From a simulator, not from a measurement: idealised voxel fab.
process module | voxel capacitor over wiring
cross-section cut | 255 nm wide | cells 5 nm
A cross-section is a grid of square cells, given in bands from the top down. A band is one or more rows of cells.
Each band's line starts with the height of the band's top and of its bottom, in nm. Then come its materials from left to right, each with its width in nm. One material with "throughout" fills the band from edge to edge. "air" is empty space.
Height 0 is the level under which the wafer as received is all one material. The lowest band goes on downwards, as in "0 down".
A width such as "30 to 40" changes by the same amount from each row of cells to the next, from the band's top row to its bottom row.
"no change" after a step means that no cell of the cross-section changed.
closed voids: empty space of 8 cells or more with no open way to the top, each as width x height at its distance from the left edge, in nm
after a step's settings: what the simulator itself notes on the step
overlay nm, on a step with a mask: how far to the right of its planned place the mask lay; to the left if negative
plan
1 op RECEIVE | material Si
2 op CONFORMAL_DEP | material SiO2 | thk nm 10
3 op CONFORMAL_DEP | material SiN | thk nm 5
4 op DIRECTIONAL_DEP | material SiO2 | thk nm 20
5 op PATTERN | tone open | mask id METAL_1 | material resist | width nm 30 | pitch nm 80 | thk nm 15 | overlay nm 0
6 op DIRECTIONAL_ETCH | etch materials SiO2 | depth nm 20
7 op DIRECTIONAL_ETCH | etch materials SiN | depth nm 5
8 op STRIP | etch materials resist
9 op CONFORMAL_DEP | material TiN | thk nm 5
10 op FILL_DEP | material Ru | thk nm 5
11 op CMP | height nm 35
12 op EPI | material Ru | thk nm 5
13 op FILL_DEP | material SiCN | thk nm 5
14 op DIRECTIONAL_DEP | material lowk | thk nm 10
15 op PATTERN | tone open | mask id PLUG_1 | material resist | width nm 15 | thk nm 15 | overlay nm 0
16 op DIRECTIONAL_ETCH | etch materials lowk | depth nm 10
17 op DIRECTIONAL_ETCH | etch materials SiCN | depth nm 5
18 op STRIP | etch materials resist
19 op EPI | material Ru | thk nm 10
20 op EPI | material Ru | thk nm 5
21 op DIRECTIONAL_DEP | material TiN | thk nm 5
22 op DIRECTIONAL_DEP | material SiN | thk nm 5
23 op DIRECTIONAL_DEP | material TiN | thk nm 10
24 op DIRECTIONAL_DEP | material aC | thk nm 10
25 op PATTERN | tone cover | mask id UPPER_PLATE | material resist | width nm 55 | thk nm 25 | overlay nm 0
26 op DIRECTIONAL_ETCH | etch materials aC | depth nm 10
27 op STRIP | etch materials resist
28 op DIRECTIONAL_ETCH | etch materials TiN | depth nm 10
29 op DIRECTIONAL_ETCH | etch materials SiN | depth nm 5
30 op STRIP | etch materials aC
31 op PATTERN | tone cover | mask id LOWER_PLATE | material resist | width nm 65 | thk nm 20 | overlay nm 0
32 op DIRECTIONAL_ETCH | etch materials TiN | depth nm 5
33 op STRIP | etch materials resist
34 op FILL_DEP | material SiO2 | thk nm 15
35 op CMP | height nm 85
36 op DIRECTIONAL_DEP | material aC | thk nm 10
37 op PATTERN | tone open | mask id PLUG_2 | material resist | width nm 15 | thk nm 30 | overlay nm 0
38 op DIRECTIONAL_ETCH | etch materials aC | depth nm 10
39 op STRIP | etch materials resist
40 op DIRECTIONAL_ETCH | etch materials SiO2 | depth nm 10
41 op STRIP | etch materials aC
42 op CONFORMAL_DEP | material TiN | thk nm 5
43 op FILL_DEP | material Ru | thk nm 5
44 op CMP | height nm 85
45 op CONFORMAL_DEP | material SiN | thk nm 5
first wafer, as planned
as received, after step 1
  0 down: Si throughout
  closed voids: none
after step 2
  10 to 0: SiO2 throughout
  below 0: unchanged
after step 3
  15 to 10: SiN throughout
  below 10: unchanged
after step 4
  35 to 15: SiO2 throughout
  below 15: unchanged
after step 5
  50 to 35: resist 70 | air 30 | resist 50 | air 30 | resist 75
  below 35: unchanged
after step 6
  50 to 35: resist 70 | air 30 | resist 50 | air 30 | resist 75
  35 to 15: SiO2 70 | air 30 | SiO2 50 | air 30 | SiO2 75
  below 15: unchanged
after step 7
  50 to 35: resist 70 | air 30 | resist 50 | air 30 | resist 75
  35 to 15: SiO2 70 | air 30 | SiO2 50 | air 30 | SiO2 75
  15 to 10: SiN 70 | air 30 | SiN 50 | air 30 | SiN 75
  below 10: unchanged
after step 8
  35 to 15: SiO2 70 | air 30 | SiO2 50 | air 30 | SiO2 75
  below 15: unchanged
after step 9
  40 to 35: TiN 75 | air 20 | TiN 60 | air 20 | TiN 80
  35 to 15: SiO2 70 | TiN 5 | air 20 | TiN 5 | SiO2 50 | TiN 5 | air 20 | TiN 5 | SiO2 75
  15 to 10: SiN 70 | TiN 30 | SiN 50 | TiN 30 | SiN 75
  below 10: unchanged
after step 10
  45 to 40: Ru throughout
  40 to 35: TiN 75 | Ru 20 | TiN 60 | Ru 20 | TiN 80
  35 to 15: SiO2 70 | TiN 5 | Ru 20 | TiN 5 | SiO2 50 | TiN 5 | Ru 20 | TiN 5 | SiO2 75
  below 15: unchanged
after step 11
  35 to 15: SiO2 70 | TiN 5 | Ru 20 | TiN 5 | SiO2 50 | TiN 5 | Ru 20 | TiN 5 | SiO2 75
  below 15: unchanged
after step 12
  40 to 35: air 65 | Ru 40 | air 40 | Ru 40 | air 70
  below 35: unchanged
after step 13
  45 to 40: SiCN throughout
  40 to 35: SiCN 65 | Ru 40 | SiCN 40 | Ru 40 | SiCN 70
  below 35: unchanged
after step 14
  55 to 45: lowk throughout
  below 45: unchanged
after step 15
  70 to 55: resist 85 | air 15 | resist 155
  below 55: unchanged
after step 16
  70 to 55: resist 85 | air 15 | resist 155
  55 to 45: lowk 85 | air 15 | lowk 155
  below 45: unchanged
after step 17
  70 to 55: resist 85 | air 15 | resist 155
  55 to 45: lowk 85 | air 15 | lowk 155
  45 to 40: SiCN 85 | air 15 | SiCN 155
  below 40: unchanged
after step 18
  55 to 45: lowk 85 | air 15 | lowk 155
  below 45: unchanged
after step 19
  55 to 50: lowk 85 | air 15 | lowk 155
  50 to 45: lowk 85 | Ru 15 | lowk 155
  45 to 40: SiCN 85 | Ru 15 | SiCN 155
  below 40: unchanged
after step 20
  55 to 45: lowk 85 | Ru 15 | lowk 155
  below 45: unchanged
after step 21
  60 to 55: TiN throughout
  below 55: unchanged
after step 22
  65 to 60: SiN throughout
  below 60: unchanged
after step 23
  75 to 65: TiN throughout
  below 65: unchanged
after step 24
  85 to 75: aC throughout
  below 75: unchanged
after step 25
  110 to 85: air 85 | resist 55 | air 115
  below 85: unchanged
after step 26
  100 to 85: air 85 | resist 55 | air 115
  85 to 75: air 85 | aC 55 | air 115
  below 75: unchanged
after step 27
  85 to 75: air 85 | aC 55 | air 115
  below 75: unchanged
after step 28
  85 to 75: air 85 | aC 55 | air 115
  75 to 65: air 85 | TiN 55 | air 115
  below 65: unchanged
after step 29
  85 to 75: air 85 | aC 55 | air 115
  75 to 65: air 85 | TiN 55 | air 115
  65 to 60: air 85 | SiN 55 | air 115
  below 60: unchanged
after step 30
  75 to 65: air 85 | TiN 55 | air 115
  below 65: unchanged
after step 31
  95 to 75: air 80 | resist 65 | air 110
  75 to 65: air 80 | resist 5 | TiN 55 | resist 5 | air 110
  65 to 60: air 80 | resist 5 | SiN 55 | resist 5 | air 110
  below 60: unchanged
after step 32
  95 to 75: air 80 | resist 65 | air 110
  75 to 65: air 80 | resist 5 | TiN 55 | resist 5 | air 110
  65 to 60: air 80 | resist 5 | SiN 55 | resist 5 | air 110
  60 to 55: air 80 | TiN 65 | air 110
  below 55: unchanged
after step 33
  75 to 65: air 85 | TiN 55 | air 115
  65 to 60: air 85 | SiN 55 | air 115
  below 60: unchanged
after step 34
  90 to 75: SiO2 throughout
  75 to 65: SiO2 85 | TiN 55 | SiO2 115
  65 to 60: SiO2 85 | SiN 55 | SiO2 115
  60 to 55: SiO2 80 | TiN 65 | SiO2 110
  below 55: unchanged
after step 35
  85 to 75: SiO2 throughout
  below 75: unchanged
after step 36
  95 to 85: aC throughout
  below 85: unchanged
after step 37
  125 to 95: resist 95 | air 15 | resist 145
  below 95: unchanged
after step 38
  115 to 95: resist 95 | air 15 | resist 145
  95 to 85: aC 95 | air 15 | aC 145
  below 85: unchanged
after step 39
  95 to 85: aC 95 | air 15 | aC 145
  below 85: unchanged
after step 40
  95 to 85: aC 95 | air 15 | aC 145
  85 to 75: SiO2 95 | air 15 | SiO2 145
  below 75: unchanged
after step 41
  85 to 75: SiO2 95 | air 15 | SiO2 145
  below 75: unchanged
after step 42
  90 to 85: TiN 100 | air 5 | TiN 150
  85 to 80: SiO2 95 | TiN 5 | air 5 | TiN 5 | SiO2 145
  80 to 75: SiO2 95 | TiN 15 | SiO2 145
  below 75: unchanged
after step 43
  95 to 90: Ru throughout
  90 to 85: TiN 100 | Ru 5 | TiN 150
  85 to 80: SiO2 95 | TiN 5 | Ru 5 | TiN 5 | SiO2 145
  below 80: unchanged
after step 44
  85 to 80: SiO2 95 | TiN 5 | Ru 5 | TiN 5 | SiO2 145
  below 80: unchanged
after step 45
  90 to 85: SiN throughout
  below 85: unchanged
second wafer: like start, like plan, one mistake. Through step 4 it matches the first wafer
when step 5 should have ended
  50 to 35: resist 60 | air 30 | resist 50 | air 30 | resist 85
  below 35: unchanged
when step 6 should have ended
  50 to 35: resist 60 | air 30 | resist 50 | air 30 | resist 85
  35 to 15: SiO2 60 | air 30 | SiO2 50 | air 30 | SiO2 85
  below 15: unchanged
when step 7 should have ended
  50 to 35: resist 60 | air 30 | resist 50 | air 30 | resist 85
  35 to 15: SiO2 60 | air 30 | SiO2 50 | air 30 | SiO2 85
  15 to 10: SiN 60 | air 30 | SiN 50 | air 30 | SiN 85
  below 10: unchanged
when step 8 should have ended
  35 to 15: SiO2 60 | air 30 | SiO2 50 | air 30 | SiO2 85
  below 15: unchanged
when step 9 should have ended
  40 to 35: TiN 65 | air 20 | TiN 60 | air 20 | TiN 90
  35 to 15: SiO2 60 | TiN 5 | air 20 | TiN 5 | SiO2 50 | TiN 5 | air 20 | TiN 5 | SiO2 85
  15 to 10: SiN 60 | TiN 30 | SiN 50 | TiN 30 | SiN 85
  below 10: unchanged
when step 10 should have ended
  45 to 40: Ru throughout
  40 to 35: TiN 65 | Ru 20 | TiN 60 | Ru 20 | TiN 90
  35 to 15: SiO2 60 | TiN 5 | Ru 20 | TiN 5 | SiO2 50 | TiN 5 | Ru 20 | TiN 5 | SiO2 85
  below 15: unchanged
when step 11 should have ended
  35 to 15: SiO2 60 | TiN 5 | Ru 20 | TiN 5 | SiO2 50 | TiN 5 | Ru 20 | TiN 5 | SiO2 85
  below 15: unchanged
when step 12 should have ended
  40 to 35: air 55 | Ru 40 | air 40 | Ru 40 | air 80
  below 35: unchanged
when step 13 should have ended
  45 to 40: SiCN throughout
  40 to 35: SiCN 55 | Ru 40 | SiCN 40 | Ru 40 | SiCN 80
  below 35: unchanged
when step 14 should have ended
  55 to 45: lowk throughout
  below 45: unchanged
when step 15 should have ended
  70 to 55: resist 85 | air 15 | resist 155
  below 55: unchanged
when step 16 should have ended
  70 to 55: resist 85 | air 15 | resist 155
  55 to 45: lowk 85 | air 15 | lowk 155
  below 45: unchanged
when step 17 should have ended
  70 to 55: resist 85 | air 15 | resist 155
  55 to 45: lowk 85 | air 15 | lowk 155
  45 to 40: SiCN 85 | air 15 | SiCN 155
  below 40: unchanged
when step 18 should have ended
  55 to 45: lowk 85 | air 15 | lowk 155
  below 45: unchanged
when step 19 should have ended
  55 to 50: lowk 85 | air 15 | lowk 155
  50 to 45: lowk 85 | Ru 15 | lowk 155
  45 to 40: SiCN 85 | Ru 15 | SiCN 155
  below 40: unchanged
when step 20 should have ended
  55 to 45: lowk 85 | Ru 15 | lowk 155
  below 45: unchanged
when step 21 should have ended
  60 to 55: TiN throughout
  below 55: unchanged
when step 22 should have ended
  65 to 60: SiN throughout
  below 60: unchanged
when step 23 should have ended
  75 to 65: TiN throughout
  below 65: unchanged
when step 24 should have ended
  85 to 75: aC throughout
  below 75: unchanged
when step 25 should have ended
  110 to 85: air 85 | resist 55 | air 115
  below 85: unchanged
when step 26 should have ended
  100 to 85: air 85 | resist 55 | air 115
  85 to 75: air 85 | aC 55 | air 115
  below 75: unchanged
when step 27 should have ended
  85 to 75: air 85 | aC 55 | air 115
  below 75: unchanged
when step 28 should have ended
  85 to 75: air 85 | aC 55 | air 115
  75 to 65: air 85 | TiN 55 | air 115
  below 65: unchanged
when step 29 should have ended
  85 to 75: air 85 | aC 55 | air 115
  75 to 65: air 85 | TiN 55 | air 115
  65 to 60: air 85 | SiN 55 | air 115
  below 60: unchanged
when step 30 should have ended
  75 to 65: air 85 | TiN 55 | air 115
  below 65: unchanged
when step 31 should have ended
  95 to 75: air 80 | resist 65 | air 110
  75 to 65: air 80 | resist 5 | TiN 55 | resist 5 | air 110
  65 to 60: air 80 | resist 5 | SiN 55 | resist 5 | air 110
  below 60: unchanged
when step 32 should have ended
  95 to 75: air 80 | resist 65 | air 110
  75 to 65: air 80 | resist 5 | TiN 55 | resist 5 | air 110
  65 to 60: air 80 | resist 5 | SiN 55 | resist 5 | air 110
  60 to 55: air 80 | TiN 65 | air 110
  below 55: unchanged
when step 33 should have ended
  75 to 65: air 85 | TiN 55 | air 115
  65 to 60: air 85 | SiN 55 | air 115
  below 60: unchanged
when step 34 should have ended
  90 to 75: SiO2 throughout
  75 to 65: SiO2 85 | TiN 55 | SiO2 115
  65 to 60: SiO2 85 | SiN 55 | SiO2 115
  60 to 55: SiO2 80 | TiN 65 | SiO2 110
  below 55: unchanged
when step 35 should have ended
  85 to 75: SiO2 throughout
  below 75: unchanged
when step 36 should have ended
  95 to 85: aC throughout
  below 85: unchanged
when step 37 should have ended
  125 to 95: resist 95 | air 15 | resist 145
  below 95: unchanged
when step 38 should have ended
  115 to 95: resist 95 | air 15 | resist 145
  95 to 85: aC 95 | air 15 | aC 145
  below 85: unchanged
when step 39 should have ended
  95 to 85: aC 95 | air 15 | aC 145
  below 85: unchanged
when step 40 should have ended
  95 to 85: aC 95 | air 15 | aC 145
  85 to 75: SiO2 95 | air 15 | SiO2 145
  below 75: unchanged
when step 41 should have ended
  85 to 75: SiO2 95 | air 15 | SiO2 145
  below 75: unchanged
when step 42 should have ended
  90 to 85: TiN 100 | air 5 | TiN 150
  85 to 80: SiO2 95 | TiN 5 | air 5 | TiN 5 | SiO2 145
  80 to 75: SiO2 95 | TiN 15 | SiO2 145
  below 75: unchanged
when step 43 should have ended
  95 to 90: Ru throughout
  90 to 85: TiN 100 | Ru 5 | TiN 150
  85 to 80: SiO2 95 | TiN 5 | Ru 5 | TiN 5 | SiO2 145
  below 80: unchanged
when step 44 should have ended
  85 to 80: SiO2 95 | TiN 5 | Ru 5 | TiN 5 | SiO2 145
  below 80: unchanged
when step 45 should have ended
  90 to 85: SiN throughout
  below 85: unchanged
what went wrong: step 5 ran as: op PATTERN | tone open | mask id METAL_1 | material resist | width nm 30 | pitch nm 80 | thk nm 15 | overlay nm -10
at the end the second wafer has, in cells: as many of each material as the first, in other places
